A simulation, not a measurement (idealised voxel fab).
Module name: voxel transistor to metal (process module)
The cross-section shown here is cut; it is 145 nm wide and divided into square cells measuring 5 nm on a side.
Cross-section layout: square cells on a grid; listed as bands, top to bottom; a band spans one or more cell rows.
Per band: top height and bottom height in nm, followed by the left-to-right materials and their widths in nm; "throughout" marks a single material spanning edge to edge, "empty" marks empty space.
Convention: height 0 is the level below which the wafer, as received, is all one material. The lowest band does not terminate at the bottom but continues downward, represented as "0 nm and below".
The width entry "30->40" should be interpreted row by row: the top row of cells in the band takes the first number, the bottom row takes the second number, and the change between adjacent rows is uniform throughout.
When a step is marked "no alteration", none of the cells in the cross-section changed during that step.
"Encapsulated voids" contains a list of empty spaces, each no smaller than 8 cells and without an open way to the top, written in the form width x height at distance with the distance from the left edge and all three in nm.
Note: text after step settings on the step line = simulator remark on that step.
A step line may carry the setting "overlay nm", which, for steps involving a mask, states the distance by which the mask lay to the right of its intended position; negative values denote displacement to the left.

Set out below are the planned steps of the process
| 1 | RECEIVE with material Si |
| 2 | OXIDIZE with depth nm 5 |
| 3 | CONFORMAL_DEP with material SiN, thk nm 15 |
| 4 | DIRECTIONAL_DEP with material aC, thk nm 10 |
| 5 | PATTERN with tone cover, mask id ACTIVE, material resist, width nm 100, thk nm 30, overlay nm 0 |
| 6 | DIRECTIONAL_ETCH with etch materials aC, depth nm 10 |
| 7 | STRIP with etch materials resist |
| 8 | DIRECTIONAL_ETCH with etch materials SiN, depth nm 15 |
| 9 | DIRECTIONAL_ETCH with etch materials SiO2, depth nm 5 |
| 10 | DIRECTIONAL_ETCH with etch materials Si, depth nm 25 |
| 11 | STRIP with etch materials aC |
| 12 | FILL_DEP with material SiO2, thk nm 15 |
| 13 | CMP with height nm 15 |
| 14 | SELECTIVE_ETCH with etch materials SiO2, depth nm 10 |
| 15 | STRIP with etch materials SiN |
| 16 | SELECTIVE_ETCH with etch materials SiO2, depth nm 5 |
| 17 | OXIDIZE with depth nm 5 |
| 18 | DIRECTIONAL_DEP with material polySi, thk nm 20 |
| 19 | DIRECTIONAL_DEP with material SiCN, thk nm 15 |
| 20 | PATTERN with tone cover, mask id GATE, material resist, width nm 20, thk nm 15, overlay nm 0 |
| 21 | DIRECTIONAL_ETCH with etch materials SiCN, depth nm 25 |
| 22 | DIRECTIONAL_ETCH with etch materials polySi, depth nm 30 |
| 23 | STRIP with etch materials resist |
| 24 | CONFORMAL_DEP with material SiO2, thk nm 5 |
| 25 | DIRECTIONAL_ETCH with etch materials SiO2, depth nm 5 |
| 26 | CONFORMAL_DEP with material SiN, thk nm 5 |
| 27 | DIRECTIONAL_ETCH with etch materials SiN, depth nm 5 |
| 28 | DIRECTIONAL_ETCH with etch materials SiO2, depth nm 5 |
| 29 | DIRECTIONAL_ETCH with etch materials Si, depth nm 10 |
| 30 | EPI with material nSi, thk nm 10 |
| 31 | FILL_DEP with material SiO2, thk nm 5 |
| 32 | CMP with height nm 30 |
| 33 | DIRECTIONAL_DEP with material SiO2, thk nm 10 |
| 34 | PATTERN with tone open, mask id CONTACT, material resist, width nm 30, pitch nm 60, thk nm 20, overlay nm 0 |
| 35 | DIRECTIONAL_ETCH with etch materials SiO2, depth nm 50 |
| 36 | STRIP with etch materials resist |
| 37 | CONFORMAL_DEP with material TiN, thk nm 5 |
| 38 | FILL_DEP with material W, thk nm 10 |
| 39 | CMP with height nm 40 |
| 40 | CONFORMAL_DEP with material SiCN, thk nm 5 |
| 41 | DIRECTIONAL_DEP with material lowk, thk nm 15 |
| 42 | PATTERN with tone open, mask id METAL_1, material resist, width nm 20, pitch nm 70, thk nm 15, overlay nm 0 |
| 43 | DIRECTIONAL_ETCH with etch materials lowk, depth nm 15 |
| 44 | DIRECTIONAL_ETCH with etch materials SiCN, depth nm 5 |
| 45 | STRIP with etch materials resist |
| 46 | CONFORMAL_DEP with material TiN, thk nm 5 |
| 47 | FILL_DEP with material Cu, thk nm 10 |
| 48 | CMP with height nm 60 |
| 49 | CONFORMAL_DEP with material SiCN, thk nm 5 |
| 50 | DIRECTIONAL_DEP with material SiO2, thk nm 35 |
| 51 | DIRECTIONAL_DEP with material aC, thk nm 10 |
| 52 | PATTERN with tone open, mask id METAL_2_HOLES, material resist, width nm 15, pitch nm 70, thk nm 25, overlay nm 0 |
| 53 | DIRECTIONAL_ETCH with etch materials aC, depth nm 10 |
| 54 | STRIP with etch materials resist |
| 55 | DIRECTIONAL_ETCH with etch materials SiO2, depth nm 35 |
| 56 | STRIP with etch materials aC |
| 57 | PATTERN with tone open, mask id METAL_2, material resist, width nm 20, pitch nm 70, thk nm 15, overlay nm 0 |
| 58 | DIRECTIONAL_ETCH with etch materials SiO2, depth nm 20 |
| 59 | DIRECTIONAL_ETCH with etch materials SiCN, depth nm 5 |
| 60 | STRIP with etch materials resist |
| 61 | CONFORMAL_DEP with material TiN, thk nm 5 |
| 62 | FILL_DEP with material Cu, thk nm 10 |
| 63 | CMP with height nm 100 |
| 64 | CONFORMAL_DEP with material SiN, thk nm 5 |

Delivered wafer in cross-section: state after step 1
0 nm and below: Si throughout
Encapsulated voids: none

Run as planned - first of the two wafers cross-sectioned at the end of the module
105 nm to 100 nm: SiN throughout
100 nm to 85 nm: SiO2 (25), then TiN (5), then Cu (10), then TiN (5), then SiO2 (50), then TiN (5), then Cu (10), then TiN (5), then SiO2 (30)
85 nm to 80 nm: SiO2 (25), then TiN (5), then Cu (5), then TiN (10), then SiO2 (50), then TiN (5), then Cu (5), then TiN (10), then SiO2 (30)
80 nm to 65 nm: SiO2 (25), then TiN (5), then Cu (5), then TiN (5), then SiO2 (55), then TiN (5), then Cu (5), then TiN (5), then SiO2 (35)
65 nm to 60 nm: SiCN (25), then TiN (15), then SiCN (55), then TiN (15), then SiCN (35)
60 nm to 45 nm: lowk (25), then TiN (5), then Cu (10), then TiN (5), then lowk (50), then TiN (5), then Cu (10), then TiN (5), then lowk (30)
45 nm to 40 nm: SiCN (25), then TiN (20), then SiCN (50), then TiN (20), then SiCN (30)
40 nm to 30 nm: SiO2 (25), then TiN (5), then W (20->15), then TiN (5->10), then SiO2 (30), then TiN (5->10), then W (20->15), then TiN (5), then SiO2 (30)
30 nm to 15 nm: SiO2 (25), then TiN (5), then W (15), then TiN (5), then SiN (5), then SiO2 (5), then SiCN (20), then SiO2 (5), then SiN (5), then TiN (5), then W (15), then TiN (5), then SiO2 (30)
15 nm to 5 nm: SiO2 (25), then TiN (5), then W (15), then TiN (5), then SiN (5), then SiO2 (5), then polySi (20), then SiO2 (5), then SiN (5), then TiN (5), then W (15), then TiN (5), then SiO2 (30)
5 nm to 0 nm: SiO2 (25), then TiN (25), then SiN (5), then SiO2 (5), then polySi (20), then SiO2 (5), then SiN (5), then TiN (25), then SiO2 (30)
0 nm to -5 nm: SiO2 (20), then SiN (5), then nSi (10), then TiN (5), then nSi (10), then SiN (5), then SiO2 (5), then polySi (20), then SiO2 (5), then SiN (5), then nSi (10), then TiN (5), then nSi (10), then SiN (5), then SiO2 (25)
-5 nm to -10 nm: SiO2 (25), then nSi (10), then TiN (5), then nSi (10), then SiO2 (40), then nSi (10), then TiN (5), then nSi (10), then SiO2 (30)
-10 nm to -20 nm: SiO2 (20), then Si (5), then nSi (25), then Si (40), then nSi (25), then Si (5), then SiO2 (25)
-20 nm to -30 nm: SiO2 (20), then Si (100), then SiO2 (25)
-30 nm and below: Si throughout
Encapsulated voids: none

Second of two wafers, module complete, sectioned: it shares the first wafer's start and plan but was run with one mistake
105 nm to 100 nm: SiN throughout
100 nm to 85 nm: SiO2 (25), then TiN (5), then Cu (10), then TiN (5), then SiO2 (50), then TiN (5), then Cu (10), then TiN (5), then SiO2 (30)
85 nm to 80 nm: SiO2 (25), then TiN (5), then Cu (5), then TiN (10), then SiO2 (50), then TiN (5), then Cu (5), then TiN (10), then SiO2 (30)
80 nm to 65 nm: SiO2 (25), then TiN (5), then Cu (5), then TiN (5), then SiO2 (55), then TiN (5), then Cu (5), then TiN (5), then SiO2 (35)
65 nm to 60 nm: SiCN (25), then TiN (15), then SiCN (55), then TiN (15), then SiCN (35)
60 nm to 45 nm: lowk (25), then TiN (5), then Cu (10), then TiN (5), then lowk (50), then TiN (5), then Cu (10), then TiN (5), then lowk (30)
45 nm to 40 nm: SiCN (25), then TiN (20), then SiCN (50), then TiN (20), then SiCN (30)
40 nm to 30 nm: SiO2 (25), then TiN (5), then W (20->5), then TiN (5->20), then SiO2 (30), then TiN (5), then W (20), then TiN (5), then SiO2 (30)
30 nm to 15 nm: SiO2 (25), then TiN (5), then W (5), then TiN (5), then SiN (5), then TiN (5), then SiCN (20), then SiO2 (5), then SiN (5), then SiO2 (5), then TiN (5), then W (20), then TiN (5), then SiO2 (30)
15 nm to 5 nm: SiO2 (25), then TiN (5), then W (5), then TiN (5), then SiN (5), then TiN (5), then polySi (20), then SiO2 (5), then SiN (5), then SiO2 (5), then TiN (5), then W (20), then TiN (5), then SiO2 (30)
5 nm to 0 nm: SiO2 (25), then TiN (15), then SiN (5), then TiN (5), then polySi (20), then SiO2 (5), then SiN (5), then SiO2 (5), then TiN (10), then W (5), then TiN (15), then SiO2 (30)
0 nm to -5 nm: SiO2 (20), then SiN (5), then nSi (15), then SiN (5), then TiN (5), then polySi (20), then SiO2 (5), then SiN (5), then nSi (10), then TiN (5), then W (5), then TiN (5), then nSi (10), then SiN (5), then SiO2 (25)
-5 nm to -10 nm: SiO2 (25), then nSi (15), then SiO2 (5), then TiN (5), then SiO2 (30), then nSi (10), then TiN (15), then nSi (10), then SiO2 (30)
-10 nm to -20 nm: SiO2 (20), then Si (5), then nSi (15), then Si (40), then nSi (35), then Si (5), then SiO2 (25)
-20 nm to -30 nm: SiO2 (20), then Si (100), then SiO2 (25)
-30 nm and below: Si throughout
Encapsulated voids: none
Here's what went sideways: step 20 ran differently from the plan; actual operation with settings: PATTERN with tone cover, mask id GATE, material resist, width nm 20, thk nm 15, overlay nm -10
End check, counted in cells, second wafer has more or fewer of these materials than the first: SiO2 -2; TiN +8; W -4; nSi -2
